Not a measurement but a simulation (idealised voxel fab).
process module | voxel fin reveal
cross-section cut | 250 nm wide | cells 5 nm
A cross-section is a grid of square cells, given in bands from the top down. A band is one or more rows of cells.
Each band's line starts with the height of the band's top and of its bottom, in nm. Then come its materials from left to right, each with its width in nm. One material with "throughout" fills the band from edge to edge. "air" is empty space.
Height 0 is the level under which the wafer as received is all one material. The lowest band goes on downwards, as in "0 down".
A width such as "30 to 40" changes by the same amount from each row of cells to the next, from the band's top row to its bottom row.
"no change" after a step means that no cell of the cross-section changed.
closed voids: empty space of 8 cells or more with no open way to the top, each as width x height at its distance from the left edge, in nm
after a step's settings: what the simulator itself notes on the step
overlay nm, on a step with a mask: how far to the right of its planned place the mask lay; to the left if negative
plan
1 op RECEIVE | material Si
2 op CONFORMAL_DEP | material SiN | thk nm 5
3 op DIRECTIONAL_DEP | material aC | thk nm 15
4 op PATTERN | tone cover | mask id FINS | material resist | width nm 15 | pitch nm 35 | thk nm 30 | overlay nm 0
5 op DIRECTIONAL_ETCH | etch materials aC | depth nm 15
6 op STRIP | etch materials resist
7 op DIRECTIONAL_ETCH | etch materials SiN | depth nm 5
8 op DIRECTIONAL_ETCH | etch materials Si | depth nm 35
9 op STRIP | etch materials aC
10 op OXIDIZE | depth nm 5
11 op FILL_DEP | material SiO2 | thk nm 5
12 op CMP | height nm 5
13 op SELECTIVE_ETCH | etch materials SiO2 | depth nm 20
14 op STRIP | etch materials SiN
15 op CONFORMAL_DEP | material SiO2 | thk nm 5
first wafer, as planned
as received, after step 1
  0 down: Si throughout
  closed voids: none
after step 2
  5 to 0: SiN throughout
  below 0: unchanged
after step 3
  20 to 5: aC throughout
  below 5: unchanged
after step 4
  50 to 20: air 100 | resist 15 | air 20 | resist 15 | air 100
  below 20: unchanged
after step 5
  35 to 20: air 100 | resist 15 | air 20 | resist 15 | air 100
  20 to 5: air 100 | aC 15 | air 20 | aC 15 | air 100
  below 5: unchanged
after step 6
  20 to 5: air 100 | aC 15 | air 20 | aC 15 | air 100
  below 5: unchanged
after step 7
  20 to 5: air 100 | aC 15 | air 20 | aC 15 | air 100
  5 to 0: air 100 | SiN 15 | air 20 | SiN 15 | air 100
  below 0: unchanged
after step 8
  20 to 5: air 100 | aC 15 | air 20 | aC 15 | air 100
  5 to 0: air 100 | SiN 15 | air 20 | SiN 15 | air 100
  0 to -35: air 100 | Si 15 | air 20 | Si 15 | air 100
  below -35: unchanged
after step 9
  5 to 0: air 100 | SiN 15 | air 20 | SiN 15 | air 100
  below 0: unchanged
after step 10
  5 to 0: air 100 | SiN 15 | air 20 | SiN 15 | air 100
  0 to -35: air 100 | SiO2 5 | Si 5 | SiO2 5 | air 20 | SiO2 5 | Si 5 | SiO2 5 | air 100
  -35 to -40: SiO2 105 | Si 5 | SiO2 30 | Si 5 | SiO2 105
  below -40: unchanged
after step 11
  10 to 5: SiO2 throughout
  5 to 0: SiO2 100 | SiN 15 | SiO2 20 | SiN 15 | SiO2 100
  0 to -40: SiO2 105 | Si 5 | SiO2 30 | Si 5 | SiO2 105
  below -40: unchanged
after step 12
  5 to 0: SiO2 100 | SiN 15 | SiO2 20 | SiN 15 | SiO2 100
  below 0: unchanged
after step 13
  5 to 0: air 100 | SiN 15 | air 20 | SiN 15 | air 100
  0 to -15: air 105 | Si 5 | air 30 | Si 5 | air 105
  below -15: unchanged
after step 14
  0 to -15: air 105 | Si 5 | air 30 | Si 5 | air 105
  below -15: unchanged
after step 15
  5 to 0: air 100 | SiO2 15 | air 20 | SiO2 15 | air 100
  0 to -10: air 100 | SiO2 5 | Si 5 | SiO2 5 | air 20 | SiO2 5 | Si 5 | SiO2 5 | air 100
  -10 to -40: SiO2 105 | Si 5 | SiO2 30 | Si 5 | SiO2 105
  below -40: unchanged
second wafer: like start, like plan, one mistake. Through step 13 it matches the first wafer
when step 14 should have ended
  5 to 0: air 100 | SiN 15 | air 20 | SiN 15 | air 100
  0 to -40: air 105 | Si 5 | air 30 | Si 5 | air 105
  below -40: unchanged
when step 15 should have ended
  10 to 5: air 95 | SiO2 25 | air 10 | SiO2 25 | air 95
  5 to 0: air 95 | SiO2 5 | SiN 15 | SiO2 5 | air 10 | SiO2 5 | SiN 15 | SiO2 5 | air 95
  0 to -5: air 95 | SiO2 10 | Si 5 | SiO2 10 | air 10 | SiO2 10 | Si 5 | SiO2 10 | air 95
  -5 to -35: air 100 | SiO2 5 | Si 5 | SiO2 5 | air 20 | SiO2 5 | Si 5 | SiO2 5 | air 100
  -35 to -40: SiO2 105 | Si 5 | SiO2 30 | Si 5 | SiO2 105
  below -40: unchanged
what went wrong: step 14 ran as: op STRIP | etch materials SiO2
at the end the second wafer has, in cells: 6 more of SiN | 208 fewer of SiO2
